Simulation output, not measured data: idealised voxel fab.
process module | voxel local oxidation
cross-section cut | 230 nm wide | cells 5 nm
A cross-section is a grid of square cells, given in bands from the top down. A band is one or more rows of cells.
Each band's line starts with the height of the band's top and of its bottom, in nm. Then come its materials from left to right, each with its width in nm. One material with "throughout" fills the band from edge to edge. "air" is empty space.
Height 0 is the level under which the wafer as received is all one material. The lowest band goes on downwards, as in "0 down".
A width such as "30 to 40" changes by the same amount from each row of cells to the next, from the band's top row to its bottom row.
"no change" after a step means that no cell of the cross-section changed.
closed voids: empty space of 8 cells or more with no open way to the top, each as width x height at its distance from the left edge, in nm
after a step's settings: what the simulator itself notes on the step
overlay nm, on a step with a mask: how far to the right of its planned place the mask lay; to the left if negative
plan
1 op RECEIVE | material Si
2 op CONFORMAL_DEP | material SiO2 | thk nm 5
3 op CONFORMAL_DEP | material SiN | thk nm 10
4 op PATTERN | tone cover | mask id ACTIVE | material resist | width nm 110 | thk nm 20 | overlay nm 0
5 op DIRECTIONAL_ETCH | etch materials SiN | depth nm 10
6 op STRIP | etch materials resist
7 op SELECTIVE_ETCH | etch materials SiO2 | depth nm 5
8 op OXIDIZE | depth nm 10
9 op STRIP | etch materials SiN
as received, after step 1
  0 down: Si throughout
  closed voids: none
first wafer at the end, as planned
  5 to 0: air 65 | SiO2 100 | air 65
  0 to -10: SiO2 75 | Si 80 | SiO2 75
  -10 down: Si throughout
  closed voids: none
second wafer at the end: like start, like plan, one mistake
  5 to 0: air 70 | SiO2 95 | air 65
  0 to -10: SiO2 80 | Si 75 | SiO2 75
  -10 down: Si throughout
  closed voids: none
what went wrong: step 4 ran as: op PATTERN | tone cover | mask id ACTIVE | material resist | width nm 105 | thk nm 20 | overlay nm 0
at the end the second wafer has, in cells: 2 fewer of Si | 1 more of SiO2
